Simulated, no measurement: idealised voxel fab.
process module | voxel double patterning
cross-section cut | 210 nm wide | cells 5 nm
A cross-section is a grid of square cells, given in bands from the top down. A band is one or more rows of cells.
Each band's line starts with the height of the band's top and of its bottom, in nm. Then come its materials from left to right, each with its width in nm. One material with "throughout" fills the band from edge to edge. "air" is empty space.
Height 0 is the level under which the wafer as received is all one material. The lowest band goes on downwards, as in "0 down".
A width such as "30 to 40" changes by the same amount from each row of cells to the next, from the band's top row to its bottom row.
"no change" after a step means that no cell of the cross-section changed.
closed voids: empty space of 8 cells or more with no open way to the top, each as width x height at its distance from the left edge, in nm
after a step's settings: what the simulator itself notes on the step
overlay nm, on a step with a mask: how far to the right of its planned place the mask lay; to the left if negative
plan
1 op RECEIVE | material Si
2 op CONFORMAL_DEP | material SiO2 | thk nm 5
3 op DIRECTIONAL_DEP | material polySi | thk nm 15
4 op DIRECTIONAL_DEP | material SiCN | thk nm 5
5 op PATTERN | tone open | mask id FIRST | material resist | width nm 15 | pitch nm 50 | thk nm 15 | overlay nm 0
6 op DIRECTIONAL_ETCH | etch materials SiCN | depth nm 5
7 op STRIP | etch materials resist
8 op PATTERN | tone open | mask id SECOND | material resist | width nm 15 | pitch nm 50 | thk nm 20 | overlay nm 0
9 op DIRECTIONAL_ETCH | etch materials SiCN | depth nm 5
10 op STRIP | etch materials resist
11 op DIRECTIONAL_ETCH | etch materials polySi | depth nm 15
12 op STRIP | etch materials SiCN
first wafer, as planned
as received, after step 1
  0 down: Si throughout
  closed voids: none
after step 2
  5 to 0: SiO2 throughout
  below 0: unchanged
after step 3
  20 to 5: polySi throughout
  below 5: unchanged
after step 4
  25 to 20: SiCN throughout
  below 20: unchanged
after step 5
  40 to 25: resist 45 | air 15 | resist 35 | air 15 | resist 35 | air 15 | resist 50
  below 25: unchanged
after step 6
  40 to 25: resist 45 | air 15 | resist 35 | air 15 | resist 35 | air 15 | resist 50
  25 to 20: SiCN 45 | air 15 | SiCN 35 | air 15 | SiCN 35 | air 15 | SiCN 50
  below 20: unchanged
after step 7
  25 to 20: SiCN 45 | air 15 | SiCN 35 | air 15 | SiCN 35 | air 15 | SiCN 50
  below 20: unchanged
after step 8
  45 to 25: resist 70 | air 15 | resist 35 | air 15 | resist 75
  25 to 20: SiCN 45 | resist 15 | SiCN 35 | resist 15 | SiCN 35 | resist 15 | SiCN 50
  below 20: unchanged
after step 9
  45 to 25: resist 70 | air 15 | resist 35 | air 15 | resist 75
  25 to 20: SiCN 45 | resist 15 | SiCN 10 | air 15 | SiCN 10 | resist 15 | SiCN 10 | air 15 | SiCN 10 | resist 15 | SiCN 50
  below 20: unchanged
after step 10
  25 to 20: SiCN 45 | air 15 | SiCN 10 | air 15 | SiCN 10 | air 15 | SiCN 10 | air 15 | SiCN 10 | air 15 | SiCN 50
  below 20: unchanged
after step 11
  25 to 20: SiCN 45 | air 15 | SiCN 10 | air 15 | SiCN 10 | air 15 | SiCN 10 | air 15 | SiCN 10 | air 15 | SiCN 50
  20 to 5: polySi 45 | air 15 | polySi 10 | air 15 | polySi 10 | air 15 | polySi 10 | air 15 | polySi 10 | air 15 | polySi 50
  below 5: unchanged
after step 12
  20 to 5: polySi 45 | air 15 | polySi 10 | air 15 | polySi 10 | air 15 | polySi 10 | air 15 | polySi 10 | air 15 | polySi 50
  below 5: unchanged
second wafer: like start, like plan, one mistake. Through step 4 it matches the first wafer
when step 5 should have ended
  40 to 25: air 45 | resist 15 | air 35 | resist 15 | air 35 | resist 15 | air 50
  below 25: unchanged
when step 6 should have ended
  40 to 25: air 45 | resist 15 | air 35 | resist 15 | air 35 | resist 15 | air 50
  25 to 20: air 45 | SiCN 15 | air 35 | SiCN 15 | air 35 | SiCN 15 | air 50
  below 20: unchanged
when step 7 should have ended
  25 to 20: air 45 | SiCN 15 | air 35 | SiCN 15 | air 35 | SiCN 15 | air 50
  below 20: unchanged
when step 8 should have ended
  45 to 25: resist 70 | air 15 | resist 35 | air 15 | resist 75
  25 to 20: resist 45 | SiCN 15 | resist 10 | air 15 | resist 10 | SiCN 15 | resist 10 | air 15 | resist 10 | SiCN 15 | resist 50
  below 20: unchanged
when step 9 should have ended: no change
when step 10 should have ended
  25 to 20: air 45 | SiCN 15 | air 35 | SiCN 15 | air 35 | SiCN 15 | air 50
  below 20: unchanged
when step 11 should have ended
  25 to 20: air 45 | SiCN 15 | air 35 | SiCN 15 | air 35 | SiCN 15 | air 50
  20 to 5: air 45 | polySi 15 | air 35 | polySi 15 | air 35 | polySi 15 | air 50
  below 5: unchanged
when step 12 should have ended
  20 to 5: air 45 | polySi 15 | air 35 | polySi 15 | air 35 | polySi 15 | air 50
  below 5: unchanged
what went wrong: step 5 ran as: op PATTERN | tone cover | mask id FIRST | material resist | width nm 15 | pitch nm 50 | thk nm 15 | overlay nm 0
at the end the second wafer has, in cells: 54 fewer of polySi
